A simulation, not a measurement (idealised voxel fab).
Documented hereafter: the process module known as voxel gate over fins.
We display cut, a cross-section 280 nm in width whose square cells are each 5 nm.
Cross-section layout: square cells on a grid; listed as bands, top to bottom; a band spans one or more cell rows. The band entry comprises the height of the band's top followed by the height of its bottom, expressed in nm, and subsequently the band's materials from left to right, each stated together with its width in nm. Where a single material is marked with the word "full width", that material fills the band from edge to edge. The word "air" represents empty space. Height reference: 0 = level under which incoming wafer is all one material. Lowest band: no bottom, runs on downward, e.g. "0 nm and below". You'd read "30..40" like this: the band's top row of cells is as wide as the first number, its bottom row is as wide as the second, and going down, every row changes width by the same amount as the row before did. Step note "no change occurred" = no cross-section cell changed. Listed in "Sealed void inventory": every empty space of 8 or more cells without an open way to the top. Form: width x height at distance, the distance being from the left edge, all in nm. after a step's settings: what the simulator itself notes on the step. overlay nm, on a step with a mask: how far to the right of its planned place the mask lay; to the left if negative.

**Planned step list for the process**
1) RECEIVE: material Si
2) CONFORMAL_DEP: material SiN, thk nm 10
3) MASKED_ETCH: tone cover, mask id FINS, width nm 15, pitch nm 55, etch materials SiN, depth nm 10, overlay nm 0
4) MASKED_ETCH: tone cover, mask id FINS, width nm 15, pitch nm 55, etch materials Si, depth nm 40, overlay nm 0
5) FILL_DEP: material SiO2, thk nm 15
6) CMP: height nm 10
7) DIRECTIONAL_DEP: material aC, thk nm 10
8) PATTERN: tone open, mask id RAIL, material resist, width nm 15, thk nm 25, overlay nm 0
9) DIRECTIONAL_ETCH: etch materials aC, depth nm 10
10) STRIP: etch materials resist
11) DIRECTIONAL_ETCH: etch materials SiO2, depth nm 45
12) STRIP: etch materials aC
13) CONFORMAL_DEP: material TiN, thk nm 5
14) FILL_DEP: material Ru, thk nm 5
15) CMP: height nm 10
16) SELECTIVE_ETCH: etch materials W Ru TiN, depth nm 30
17) FILL_DEP: material SiO2, thk nm 5
18) CMP: height nm 10
19) SELECTIVE_ETCH: etch materials SiO2, depth nm 25
20) STRIP: etch materials SiN
21) CONFORMAL_DEP: material HfO2, thk nm 5
22) CONFORMAL_DEP: material TiN, thk nm 5
23) CONFORMAL_DEP: material TiAl, thk nm 5
24) CONFORMAL_DEP: material TiN, thk nm 5
25) FILL_DEP: material W, thk nm 15
26) CMP: height nm 30
27) CONFORMAL_DEP: material SiN, thk nm 10

**So, the first of our two wafers, run just as we planned it**

**So this is the incoming wafer in cross-section - it's already been through step 1**
  0 nm and below | Si full width
  Sealed void inventory: none

**Wafer after step 2 (cross-section)**
  10 nm to 0 nm | SiN full width
  Rest of section, below 0: as before.

**Wafer after step 3 (cross-section)**
  10 nm to 0 nm | air: 50, then SiN: 15, then air: 40, then SiN: 15, then air: 40, then SiN: 15, then air: 40, then SiN: 15, then air: 50
  Rest of section, below 0: as before.

**Wafer after step 4 (cross-section)**
  10 nm to 0 nm | air: 50, then SiN: 15, then air: 40, then SiN: 15, then air: 40, then SiN: 15, then air: 40, then SiN: 15, then air: 50
  0 nm to -40 nm | air: 50, then Si: 15, then air: 40, then Si: 15, then air: 40, then Si: 15, then air: 40, then Si: 15, then air: 50
  Rest of section, below -40: as before.

**Wafer after step 5 (cross-section)**
  25 nm to 10 nm | SiO2 full width
  10 nm to 0 nm | SiO2: 50, then SiN: 15, then SiO2: 40, then SiN: 15, then SiO2: 40, then SiN: 15, then SiO2: 40, then SiN: 15, then SiO2: 50
  0 nm to -40 nm | SiO2: 50, then Si: 15, then SiO2: 40, then Si: 15, then SiO2: 40, then Si: 15, then SiO2: 40, then Si: 15, then SiO2: 50
  Rest of section, below -40: as before.

**Wafer after step 6 (cross-section)**
  10 nm to 0 nm | SiO2: 50, then SiN: 15, then SiO2: 40, then SiN: 15, then SiO2: 40, then SiN: 15, then SiO2: 40, then SiN: 15, then SiO2: 50
  Rest of section, below 0: as before.

**Wafer after step 7 (cross-section)**
  20 nm to 10 nm | aC full width
  Rest of section, below 10: as before.

**Wafer after step 8 (cross-section)**
  45 nm to 20 nm | resist: 75, then air: 15, then resist: 190
  Rest of section, below 20: as before.

**Wafer after step 9 (cross-section)**
  35 nm to 20 nm | resist: 75, then air: 15, then resist: 190
  20 nm to 10 nm | aC: 75, then air: 15, then aC: 190
  Rest of section, below 10: as before.

**Wafer after step 10 (cross-section)**
  20 nm to 10 nm | aC: 75, then air: 15, then aC: 190
  Rest of section, below 10: as before.

**Wafer after step 11 (cross-section)**
  20 nm to 10 nm | aC: 75, then air: 15, then aC: 190
  10 nm to 0 nm | SiO2: 50, then SiN: 15, then SiO2: 10, then air: 15, then SiO2: 15, then SiN: 15, then SiO2: 40, then SiN: 15, then SiO2: 40, then SiN: 15, then SiO2: 50
  0 nm to -35 nm | SiO2: 50, then Si: 15, then SiO2: 10, then air: 15, then SiO2: 15, then Si: 15, then SiO2: 40, then Si: 15, then SiO2: 40, then Si: 15, then SiO2: 50
  Rest of section, below -35: as before.

**Wafer after step 12 (cross-section)**
  10 nm to 0 nm | SiO2: 50, then SiN: 15, then SiO2: 10, then air: 15, then SiO2: 15, then SiN: 15, then SiO2: 40, then SiN: 15, then SiO2: 40, then SiN: 15, then SiO2: 50
  Rest of section, below 0: as before.

**Wafer after step 13 (cross-section)**
  15 nm to 10 nm | TiN: 80, then air: 5, then TiN: 195
  10 nm to 0 nm | SiO2: 50, then SiN: 15, then SiO2: 10, then TiN: 5, then air: 5, then TiN: 5, then SiO2: 15, then SiN: 15, then SiO2: 40, then SiN: 15, then SiO2: 40, then SiN: 15, then SiO2: 50
  0 nm to -30 nm | SiO2: 50, then Si: 15, then SiO2: 10, then TiN: 5, then air: 5, then TiN: 5, then SiO2: 15, then Si: 15, then SiO2: 40, then Si: 15, then SiO2: 40, then Si: 15, then SiO2: 50
  -30 nm to -35 nm | SiO2: 50, then Si: 15, then SiO2: 10, then TiN: 15, then SiO2: 15, then Si: 15, then SiO2: 40, then Si: 15, then SiO2: 40, then Si: 15, then SiO2: 50
  Rest of section, below -35: as before.

**Wafer after step 14 (cross-section)**
  20 nm to 15 nm | Ru full width
  15 nm to 10 nm | TiN: 80, then Ru: 5, then TiN: 195
  10 nm to 0 nm | SiO2: 50, then SiN: 15, then SiO2: 10, then TiN: 5, then Ru: 5, then TiN: 5, then SiO2: 15, then SiN: 15, then SiO2: 40, then SiN: 15, then SiO2: 40, then SiN: 15, then SiO2: 50
  0 nm to -30 nm | SiO2: 50, then Si: 15, then SiO2: 10, then TiN: 5, then Ru: 5, then TiN: 5, then SiO2: 15, then Si: 15, then SiO2: 40, then Si: 15, then SiO2: 40, then Si: 15, then SiO2: 50
  Rest of section, below -30: as before.

**Wafer after step 15 (cross-section)**
  10 nm to 0 nm | SiO2: 50, then SiN: 15, then SiO2: 10, then TiN: 5, then Ru: 5, then TiN: 5, then SiO2: 15, then SiN: 15, then SiO2: 40, then SiN: 15, then SiO2: 40, then SiN: 15, then SiO2: 50
  Rest of section, below 0: as before.

**Wafer after step 16 (cross-section)**
  10 nm to 0 nm | SiO2: 50, then SiN: 15, then SiO2: 10, then air: 15, then SiO2: 15, then SiN: 15, then SiO2: 40, then SiN: 15, then SiO2: 40, then SiN: 15, then SiO2: 50
  0 nm to -20 nm | SiO2: 50, then Si: 15, then SiO2: 10, then air: 15, then SiO2: 15, then Si: 15, then SiO2: 40, then Si: 15, then SiO2: 40, then Si: 15, then SiO2: 50
  Rest of section, below -20: as before.

**Wafer after step 17 (cross-section)**
  15 nm to 10 nm | SiO2 full width
  10 nm to 0 nm | SiO2: 50, then SiN: 15, then SiO2: 40, then SiN: 15, then SiO2: 40, then SiN: 15, then SiO2: 40, then SiN: 15, then SiO2: 50
  0 nm to -20 nm | SiO2: 50, then Si: 15, then SiO2: 40, then Si: 15, then SiO2: 40, then Si: 15, then SiO2: 40, then Si: 15, then SiO2: 50
  Rest of section, below -20: as before.

**Wafer after step 18 (cross-section)**
  10 nm to 0 nm | SiO2: 50, then SiN: 15, then SiO2: 40, then SiN: 15, then SiO2: 40, then SiN: 15, then SiO2: 40, then SiN: 15, then SiO2: 50
  Rest of section, below 0: as before.

**Wafer after step 19 (cross-section)**
  10 nm to 0 nm | air: 50, then SiN: 15, then air: 40, then SiN: 15, then air: 40, then SiN: 15, then air: 40, then SiN: 15, then air: 50
  0 nm to -15 nm | air: 50, then Si: 15, then air: 40, then Si: 15, then air: 40, then Si: 15, then air: 40, then Si: 15, then air: 50
  Rest of section, below -15: as before.

**Wafer after step 20 (cross-section)**
  0 nm to -15 nm | air: 50, then Si: 15, then air: 40, then Si: 15, then air: 40, then Si: 15, then air: 40, then Si: 15, then air: 50
  Rest of section, below -15: as before.

**Wafer after step 21 (cross-section)**
  5 nm to 0 nm | air: 45, then HfO2: 25, then air: 30, then HfO2: 25, then air: 30, then HfO2: 25, then air: 30, then HfO2: 25, then air: 45
  0 nm to -10 nm | air: 45, then HfO2: 5, then Si: 15, then HfO2: 5, then air: 30, then HfO2: 5, then Si: 15, then HfO2: 5, then air: 30, then HfO2: 5, then Si: 15, then HfO2: 5, then air: 30, then HfO2: 5, then Si: 15, then HfO2: 5, then air: 45
  -10 nm to -15 nm | HfO2: 50, then Si: 15, then HfO2: 40, then Si: 15, then HfO2: 40, then Si: 15, then HfO2: 40, then Si: 15, then HfO2: 50
  Rest of section, below -15: as before.

**Wafer after step 22 (cross-section)**
  10 nm to 5 nm | air: 40, then TiN: 35, then air: 20, then TiN: 35, then air: 20, then TiN: 35, then air: 20, then TiN: 35, then air: 40
  5 nm to 0 nm | air: 40, then TiN: 5, then HfO2: 25, then TiN: 5, then air: 20, then TiN: 5, then HfO2: 25, then TiN: 5, then air: 20, then TiN: 5, then HfO2: 25, then TiN: 5, then air: 20, then TiN: 5, then HfO2: 25, then TiN: 5, then air: 40
  0 nm to -5 nm | air: 40, then TiN: 5, then HfO2: 5, then Si: 15, then HfO2: 5, then TiN: 5, then air: 20, then TiN: 5, then HfO2: 5, then Si: 15, then HfO2: 5, then TiN: 5, then air: 20, then TiN: 5, then HfO2: 5, then Si: 15, then HfO2: 5, then TiN: 5, then air: 20, then TiN: 5, then HfO2: 5, then Si: 15, then HfO2: 5, then TiN: 5, then air: 40
  -5 nm to -10 nm | TiN: 45, then HfO2: 5, then Si: 15, then HfO2: 5, then TiN: 30, then HfO2: 5, then Si: 15, then HfO2: 5, then TiN: 30, then HfO2: 5, then Si: 15, then HfO2: 5, then TiN: 30, then HfO2: 5, then Si: 15, then HfO2: 5, then TiN: 45
  Rest of section, below -10: as before.

**Wafer after step 23 (cross-section)**
  15 nm to 10 nm | air: 35, then TiAl: 45, then air: 10, then TiAl: 45, then air: 10, then TiAl: 45, then air: 10, then TiAl: 45, then air: 35
  10 nm to 5 nm | air: 35, then TiAl: 5, then TiN: 35, then TiAl: 5, then air: 10, then TiAl: 5, then TiN: 35, then TiAl: 5, then air: 10, then TiAl: 5, then TiN: 35, then TiAl: 5, then air: 10, then TiAl: 5, then TiN: 35, then TiAl: 5, then air: 35
  5 nm to 0 nm | air: 35, then TiAl: 5, then TiN: 5, then HfO2: 25, then TiN: 5, then TiAl: 5, then air: 10, then TiAl: 5, then TiN: 5, then HfO2: 25, then TiN: 5, then TiAl: 5, then air: 10, then TiAl: 5, then TiN: 5, then HfO2: 25, then TiN: 5, then TiAl: 5, then air: 10, then TiAl: 5, then TiN: 5, then HfO2: 25, then TiN: 5, then TiAl: 5, then air: 35
  0 nm to -5 nm | TiAl: 40, then TiN: 5, then HfO2: 5, then Si: 15, then HfO2: 5, then TiN: 5, then TiAl: 20, then TiN: 5, then HfO2: 5, then Si: 15, then HfO2: 5, then TiN: 5, then TiAl: 20, then TiN: 5, then HfO2: 5, then Si: 15, then HfO2: 5, then TiN: 5, then TiAl: 20, then TiN: 5, then HfO2: 5, then Si: 15, then HfO2: 5, then TiN: 5, then TiAl: 40
  Rest of section, below -5: as before.

**Wafer after step 24 (cross-section)**
  20 nm to 15 nm | air: 30, then TiN: 220, then air: 30
  15 nm to 10 nm | air: 30, then TiN: 5, then TiAl: 45, then TiN: 10, then TiAl: 45, then TiN: 10, then TiAl: 45, then TiN: 10, then TiAl: 45, then TiN: 5, then air: 30
  10 nm to 5 nm | air: 30, then TiN: 5, then TiAl: 5, then TiN: 35, then TiAl: 5, then TiN: 10, then TiAl: 5, then TiN: 35, then TiAl: 5, then TiN: 10, then TiAl: 5, then TiN: 35, then TiAl: 5, then TiN: 10, then TiAl: 5, then TiN: 35, then TiAl: 5, then TiN: 5, then air: 30
  5 nm to 0 nm | TiN: 35, then TiAl: 5, then TiN: 5, then HfO2: 25, then TiN: 5, then TiAl: 5, then TiN: 10, then TiAl: 5, then TiN: 5, then HfO2: 25, then TiN: 5, then TiAl: 5, then TiN: 10, then TiAl: 5, then TiN: 5, then HfO2: 25, then TiN: 5, then TiAl: 5, then TiN: 10, then TiAl: 5, then TiN: 5, then HfO2: 25, then TiN: 5, then TiAl: 5, then TiN: 35
  Rest of section, below 0: as before.

**Wafer after step 25 (cross-section)**
  35 nm to 20 nm | W full width
  20 nm to 15 nm | W: 30, then TiN: 220, then W: 30
  15 nm to 10 nm | W: 30, then TiN: 5, then TiAl: 45, then TiN: 10, then TiAl: 45, then TiN: 10, then TiAl: 45, then TiN: 10, then TiAl: 45, then TiN: 5, then W: 30
  10 nm to 5 nm | W: 30, then TiN: 5, then TiAl: 5, then TiN: 35, then TiAl: 5, then TiN: 10, then TiAl: 5, then TiN: 35, then TiAl: 5, then TiN: 10, then TiAl: 5, then TiN: 35, then TiAl: 5, then TiN: 10, then TiAl: 5, then TiN: 35, then TiAl: 5, then TiN: 5, then W: 30
  Rest of section, below 5: as before.

**Wafer after step 26 (cross-section)**
  30 nm to 20 nm | W full width
  Rest of section, below 20: as before.

**Wafer after step 27 (cross-section)**
  40 nm to 30 nm | SiN full width
  Rest of section, below 30: as before.

**Wafer two: like wafer one in start and plan, but with one mistake in execution; identical up to and including step 24**

**What the second wafer looks like in cross-section when step 25 should have wrapped up**
  35 nm to 20 nm | TiAl full width
  20 nm to 15 nm | TiAl: 30, then TiN: 220, then TiAl: 30
  15 nm to 10 nm | TiAl: 30, then TiN: 5, then TiAl: 45, then TiN: 10, then TiAl: 45, then TiN: 10, then TiAl: 45, then TiN: 10, then TiAl: 45, then TiN: 5, then TiAl: 30
  10 nm to 5 nm | TiAl: 30, then TiN: 5, then TiAl: 5, then TiN: 35, then TiAl: 5, then TiN: 10, then TiAl: 5, then TiN: 35, then TiAl: 5, then TiN: 10, then TiAl: 5, then TiN: 35, then TiAl: 5, then TiN: 10, then TiAl: 5, then TiN: 35, then TiAl: 5, then TiN: 5, then TiAl: 30
  Rest of section, below 5: as before.

**What the second wafer looks like in cross-section when step 26 should have wrapped up**
  30 nm to 20 nm | TiAl full width
  Rest of section, below 20: as before.

**What the second wafer looks like in cross-section when step 27 should have wrapped up**
  40 nm to 30 nm | SiN full width
  Rest of section, below 30: as before.
What was the processing mistake? the process deviated at step 25: the operation and settings actually run there were FILL_DEP: material TiAl, thk nm 15
End check, counted in cells, second wafer has more or fewer of these materials than the first: +148 TiAl, -148 W
